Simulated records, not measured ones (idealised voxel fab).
The name of this process module is voxel double patterning.
165 nm wide, 5 nm square cells: that's cross-section cut.
Think of the cross-section as a grid of square cells. We describe it in bands, top to bottom, and each band covers one or more rows of those cells.
Band entry format. Leading values: height of top, height of bottom, nm. Remainder: materials in left-to-right order, each with its width in nm. Special words: "everywhere" on a single material, which then fills the band edge to edge; "blank", empty space.
We count height from 0. Below that, the starting wafer is all one material. The lowest band never ends at the bottom but goes on down; see "0..down" for how that is written.
A two-number width, for instance "30->40", indicates that the width is equal to the first number in the top row of the band and to the second number in the bottom row, and that it changes by a constant amount per row of cells.
Reading "no alteration" for a step: not a cell of the cross-section changed in it.
Entry "Tabulated closed voids" = empty spaces >= 8 cells with no open way to the top; each as width x height at distance, distance from left edge, all nm.
That trailing text on a step's line, after the settings, is the simulator's own remark on the step.
"overlay nm" on a masked step: distance the mask lay right of its planned place, negative for left.

# Planned process steps
1,RECEIVE | material Si
2,CONFORMAL_DEP | material SiO2 | thk nm 10
3,DIRECTIONAL_DEP | material polySi | thk nm 15
4,DIRECTIONAL_DEP | material SiN | thk nm 10
5,DIRECTIONAL_DEP | material aC | thk nm 10
6,PATTERN | tone open | mask id FIRST | material resist | width nm 15 | pitch nm 50 | thk nm 30 | overlay nm 0
7,DIRECTIONAL_ETCH | etch materials aC | depth nm 10
8,STRIP | etch materials resist
9,DIRECTIONAL_ETCH | etch materials SiN | depth nm 10
10,STRIP | etch materials aC
11,DIRECTIONAL_DEP | material aC | thk nm 10
12,PATTERN | tone open | mask id SECOND | material resist | width nm 15 | pitch nm 50 | thk nm 30 | overlay nm 0
13,DIRECTIONAL_ETCH | etch materials aC | depth nm 10
14,STRIP | etch materials resist
15,DIRECTIONAL_ETCH | etch materials SiN | depth nm 10
16,STRIP | etch materials aC
17,DIRECTIONAL_ETCH | etch materials polySi | depth nm 15
18,STRIP | etch materials SiN

# The first wafer of two, processed as planned

# The cross-section here shows the wafer as received, i.e. in its state after step 1
  0..down | Si everywhere
  Tabulated closed voids: none

# After step 2: wafer cross-section
  10..0 | SiO2 everywhere
  Under the height 0 nothing was changed.

# After step 3: wafer cross-section
  25..10 | polySi everywhere
  Under the height 10 nothing was changed.

# After step 4: wafer cross-section
  35..25 | SiN everywhere
  Under the height 25 nothing was changed.

# After step 5: wafer cross-section
  45..35 | aC everywhere
  Under the height 35 nothing was changed.

# After step 6: wafer cross-section
  75..45 | resist=25, blank=15, resist=35, blank=15, resist=35, blank=15, resist=25
  Under the height 45 nothing was changed.

# After step 7: wafer cross-section
  65..45 | resist=25, blank=15, resist=35, blank=15, resist=35, blank=15, resist=25
  45..35 | aC=25, blank=15, aC=35, blank=15, aC=35, blank=15, aC=25
  Under the height 35 nothing was changed.

# After step 8: wafer cross-section
  45..35 | aC=25, blank=15, aC=35, blank=15, aC=35, blank=15, aC=25
  Under the height 35 nothing was changed.

# After step 9: wafer cross-section
  45..35 | aC=25, blank=15, aC=35, blank=15, aC=35, blank=15, aC=25
  35..25 | SiN=25, blank=15, SiN=35, blank=15, SiN=35, blank=15, SiN=25
  Under the height 25 nothing was changed.

# After step 10: wafer cross-section
  35..25 | SiN=25, blank=15, SiN=35, blank=15, SiN=35, blank=15, SiN=25
  Under the height 25 nothing was changed.

# After step 11: wafer cross-section
  45..35 | aC=25, blank=15, aC=35, blank=15, aC=35, blank=15, aC=25
  35..25 | SiN=25, aC=15, SiN=35, aC=15, SiN=35, aC=15, SiN=25
  Under the height 25 nothing was changed.

# After step 12: wafer cross-section
  75..45 | resist=50, blank=15, resist=35, blank=15, resist=50
  45..35 | aC=25, resist=15, aC=35, resist=15, aC=35, resist=15, aC=25
  Under the height 35 nothing was changed.

# After step 13: wafer cross-section
  65..45 | resist=50, blank=15, resist=35, blank=15, resist=50
  45..35 | aC=25, resist=15, aC=10, blank=15, aC=10, resist=15, aC=10, blank=15, aC=10, resist=15, aC=25
  Under the height 35 nothing was changed.

# After step 14: wafer cross-section
  45..35 | aC=25, blank=15, aC=10, blank=15, aC=10, blank=15, aC=10, blank=15, aC=10, blank=15, aC=25
  Under the height 35 nothing was changed.

# After step 15: wafer cross-section
  45..35 | aC=25, blank=15, aC=10, blank=15, aC=10, blank=15, aC=10, blank=15, aC=10, blank=15, aC=25
  35..25 | SiN=25, aC=15, SiN=10, blank=15, SiN=10, aC=15, SiN=10, blank=15, SiN=10, aC=15, SiN=25
  Under the height 25 nothing was changed.

# After step 16: wafer cross-section
  35..25 | SiN=25, blank=15, SiN=10, blank=15, SiN=10, blank=15, SiN=10, blank=15, SiN=10, blank=15, SiN=25
  Under the height 25 nothing was changed.

# After step 17: wafer cross-section
  35..25 | SiN=25, blank=15, SiN=10, blank=15, SiN=10, blank=15, SiN=10, blank=15, SiN=10, blank=15, SiN=25
  25..10 | polySi=25, blank=15, polySi=10, blank=15, polySi=10, blank=15, polySi=10, blank=15, polySi=10, blank=15, polySi=25
  Under the height 10 nothing was changed.

# After step 18: wafer cross-section
  25..10 | polySi=25, blank=15, polySi=10, blank=15, polySi=10, blank=15, polySi=10, blank=15, polySi=10, blank=15, polySi=25
  Under the height 10 nothing was changed.

# Wafer two of two - same starting point, same process plan, one mistake in execution; matches wafer one up to and including step 5

# Cross-sectional representation of the second wafer at the time designated in the plan for the completion of step 6
  75..45 | resist=30, blank=15, resist=35, blank=15, resist=35, blank=15, resist=20
  Under the height 45 nothing was changed.

# Cross-sectional representation of the second wafer at the time designated in the plan for the completion of step 7
  65..45 | resist=30, blank=15, resist=35, blank=15, resist=35, blank=15, resist=20
  45..35 | aC=30, blank=15, aC=35, blank=15, aC=35, blank=15, aC=20
  Under the height 35 nothing was changed.

# Cross-sectional representation of the second wafer at the time designated in the plan for the completion of step 8
  45..35 | aC=30, blank=15, aC=35, blank=15, aC=35, blank=15, aC=20
  Under the height 35 nothing was changed.

# Cross-sectional representation of the second wafer at the time designated in the plan for the completion of step 9
  45..35 | aC=30, blank=15, aC=35, blank=15, aC=35, blank=15, aC=20
  35..25 | SiN=30, blank=15, SiN=35, blank=15, SiN=35, blank=15, SiN=20
  Under the height 25 nothing was changed.

# Cross-sectional representation of the second wafer at the time designated in the plan for the completion of step 10
  35..25 | SiN=30, blank=15, SiN=35, blank=15, SiN=35, blank=15, SiN=20
  Under the height 25 nothing was changed.

# Cross-sectional representation of the second wafer at the time designated in the plan for the completion of step 11
  45..35 | aC=30, blank=15, aC=35, blank=15, aC=35, blank=15, aC=20
  35..25 | SiN=30, aC=15, SiN=35, aC=15, SiN=35, aC=15, SiN=20
  Under the height 25 nothing was changed.

# Cross-sectional representation of the second wafer at the time designated in the plan for the completion of step 12
  75..45 | resist=50, blank=15, resist=35, blank=15, resist=50
  45..35 | aC=30, resist=15, aC=35, resist=15, aC=35, resist=15, aC=20
  Under the height 35 nothing was changed.

# Cross-sectional representation of the second wafer at the time designated in the plan for the completion of step 13
  65..45 | resist=50, blank=15, resist=35, blank=15, resist=50
  45..35 | aC=30, resist=15, aC=5, blank=15, aC=15, resist=15, aC=5, blank=15, aC=15, resist=15, aC=20
  Under the height 35 nothing was changed.

# Cross-sectional representation of the second wafer at the time designated in the plan for the completion of step 14
  45..35 | aC=30, blank=15, aC=5, blank=15, aC=15, blank=15, aC=5, blank=15, aC=15, blank=15, aC=20
  Under the height 35 nothing was changed.

# Cross-sectional representation of the second wafer at the time designated in the plan for the completion of step 15
  45..35 | aC=30, blank=15, aC=5, blank=15, aC=15, blank=15, aC=5, blank=15, aC=15, blank=15, aC=20
  35..25 | SiN=30, aC=15, SiN=5, blank=15, SiN=15, aC=15, SiN=5, blank=15, SiN=15, aC=15, SiN=20
  Under the height 25 nothing was changed.

# Cross-sectional representation of the second wafer at the time designated in the plan for the completion of step 16
  35..25 | SiN=30, blank=15, SiN=5, blank=15, SiN=15, blank=15, SiN=5, blank=15, SiN=15, blank=15, SiN=20
  Under the height 25 nothing was changed.

# Cross-sectional representation of the second wafer at the time designated in the plan for the completion of step 17
  35..25 | SiN=30, blank=15, SiN=5, blank=15, SiN=15, blank=15, SiN=5, blank=15, SiN=15, blank=15, SiN=20
  25..10 | polySi=30, blank=15, polySi=5, blank=15, polySi=15, blank=15, polySi=5, blank=15, polySi=15, blank=15, polySi=20
  Under the height 10 nothing was changed.

# Cross-sectional representation of the second wafer at the time designated in the plan for the completion of step 18
  25..10 | polySi=30, blank=15, polySi=5, blank=15, polySi=15, blank=15, polySi=5, blank=15, polySi=15, blank=15, polySi=20
  Under the height 10 nothing was changed.
So what did we get wrong on this run? step 6 deviated from plan and actually ran as PATTERN | tone open | mask id FIRST | material resist | width nm 15 | pitch nm 50 | thk nm 30 | overlay nm 5
The concluding comparison shows that, measured in cells, each material is equally abundant on both wafers, albeit at different positions.
